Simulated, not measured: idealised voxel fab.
Title: Process Module voxel released beams
The width of the displayed cross-section, cut, is 210 nm; its cells are square, with a size of 5 nm.
Cross-section format: a grid of square cells, given as bands from top to bottom; each band is one or more rows of cells.
For a band, the entry starts with two heights in nm, that of the top and then that of the bottom, and carries on with the band's materials in order from left to right, each alongside its width in nm; the word "all across" beside a single material means it fills the band edge to edge, and "empty" means empty space.
Heights are reckoned from 0. Under this level, the received wafer is all of one material. The bottommost band is open-ended downward, for example "0 nm and below".
A width such as "30->40" changes by the same amount from each row of cells to the next, from the band's top row to its bottom row.
When a step is marked "nothing altered", none of the cells in the cross-section changed during that step.
Entry "Trapped voids" = empty spaces >= 8 cells with no open way to the top; each as width x height at distance, distance from left edge, all nm.
What comes after the settings on a step's line is commentary from the simulator itself on that step.
What "overlay nm" on a step's line means: if the step has a mask, that mask lay this far to the right of its planned place, or, when the value is negative, to the left.

BELOW IS THE LIST OF PLANNED PROCESS STEPS
1: RECEIVE (material Si)
2: CONFORMAL_DEP (material Al2O3; thk nm 5)
3: DIRECTIONAL_DEP (material SiO2; thk nm 20)
4: MASKED_ETCH (tone open; mask id ANCHOR; width nm 40; etch materials SiO2; depth nm 20; overlay nm 0)
5: CONFORMAL_DEP (material W; thk nm 15)
6: PATTERN (tone cover; mask id BEAM; material resist; width nm 105; thk nm 15; overlay nm 0)
7: DIRECTIONAL_ETCH (etch materials W; depth nm 15)
8: STRIP (etch materials resist)
9: STRIP (etch materials SiO2)

FIRST OF TWO WAFERS, WITH THE RUN CARRIED OUT AS PLANNED

SHOWN IN CROSS-SECTION IS THE WAFER AS RECEIVED, THAT IS, AS IT STANDS AFTER STEP 1
  0 nm and below | Si all across
  Trapped voids: none

WAFER XSEC, POST STEP 2
  5 nm to 0 nm | Al2O3 all across
  Below 0, the layers are the same as they were.

WAFER XSEC, POST STEP 3
  25 nm to 5 nm | SiO2 all across
  Below 5, the layers are the same as they were.

WAFER XSEC, POST STEP 4
  25 nm to 5 nm | SiO2 (55), empty (40), SiO2 (115)
  Below 5, the layers are the same as they were.

WAFER XSEC, POST STEP 5
  40 nm to 25 nm | W (70), empty (10), W (130)
  25 nm to 20 nm | SiO2 (55), W (15), empty (10), W (15), SiO2 (115)
  20 nm to 5 nm | SiO2 (55), W (40), SiO2 (115)
  Below 5, the layers are the same as they were.

WAFER XSEC, POST STEP 6
  55 nm to 40 nm | empty (50), resist (105), empty (55)
  40 nm to 25 nm | W (70), resist (10), W (130)
  25 nm to 20 nm | SiO2 (55), W (15), resist (10), W (15), SiO2 (115)
  Below 20, the layers are the same as they were.

WAFER XSEC, POST STEP 7
  55 nm to 40 nm | empty (50), resist (105), empty (55)
  40 nm to 25 nm | empty (50), W (20), resist (10), W (75), empty (55)
  Below 25, the layers are the same as they were.

WAFER XSEC, POST STEP 8
  40 nm to 25 nm | empty (50), W (20), empty (10), W (75), empty (55)
  25 nm to 20 nm | SiO2 (55), W (15), empty (10), W (15), SiO2 (115)
  Below 20, the layers are the same as they were.

WAFER XSEC, POST STEP 9
  40 nm to 25 nm | empty (50), W (20), empty (10), W (75), empty (55)
  25 nm to 20 nm | empty (55), W (15), empty (10), W (15), empty (115)
  20 nm to 5 nm | empty (55), W (40), empty (115)
  Below 5, the layers are the same as they were.

SECOND OF TWO: SAME START, SAME PLAN, ONE RUN ERROR; STEPS UP TO AND INCLUDING 1 MATCH THE FIRST

Cross-section of the second wafer at the time step 2 of the plan should have ended: nothing altered

CROSS-SECTION OF THE SECOND WAFER AT THE TIME STEP 3 OF THE PLAN SHOULD HAVE ENDED
  20 nm to 0 nm | SiO2 all across
  Below 0, the layers are the same as they were.

CROSS-SECTION OF THE SECOND WAFER AT THE TIME STEP 4 OF THE PLAN SHOULD HAVE ENDED
  20 nm to 0 nm | SiO2 (55), empty (40), SiO2 (115)
  Below 0, the layers are the same as they were.

CROSS-SECTION OF THE SECOND WAFER AT THE TIME STEP 5 OF THE PLAN SHOULD HAVE ENDED
  35 nm to 20 nm | W (70), empty (10), W (130)
  20 nm to 15 nm | SiO2 (55), W (15), empty (10), W (15), SiO2 (115)
  15 nm to 0 nm | SiO2 (55), W (40), SiO2 (115)
  Below 0, the layers are the same as they were.

CROSS-SECTION OF THE SECOND WAFER AT THE TIME STEP 6 OF THE PLAN SHOULD HAVE ENDED
  50 nm to 35 nm | empty (50), resist (105), empty (55)
  35 nm to 20 nm | W (70), resist (10), W (130)
  20 nm to 15 nm | SiO2 (55), W (15), resist (10), W (15), SiO2 (115)
  Below 15, the layers are the same as they were.

CROSS-SECTION OF THE SECOND WAFER AT THE TIME STEP 7 OF THE PLAN SHOULD HAVE ENDED
  50 nm to 35 nm | empty (50), resist (105), empty (55)
  35 nm to 20 nm | empty (50), W (20), resist (10), W (75), empty (55)
  Below 20, the layers are the same as they were.

CROSS-SECTION OF THE SECOND WAFER AT THE TIME STEP 8 OF THE PLAN SHOULD HAVE ENDED
  35 nm to 20 nm | empty (50), W (20), empty (10), W (75), empty (55)
  20 nm to 15 nm | SiO2 (55), W (15), empty (10), W (15), SiO2 (115)
  Below 15, the layers are the same as they were.

CROSS-SECTION OF THE SECOND WAFER AT THE TIME STEP 9 OF THE PLAN SHOULD HAVE ENDED
  35 nm to 20 nm | empty (50), W (20), empty (10), W (75), empty (55)
  20 nm to 15 nm | empty (55), W (15), empty (10), W (15), empty (115)
  15 nm to 0 nm | empty (55), W (40), empty (115)
  Below 0, the layers are the same as they were.
The mistake made against the process plan was this: the plan's step 2 was left out and never carried out
In the final state, the cell counts of the second wafer exceed or fall short of those of the first for the following materials: -42 Al2O3
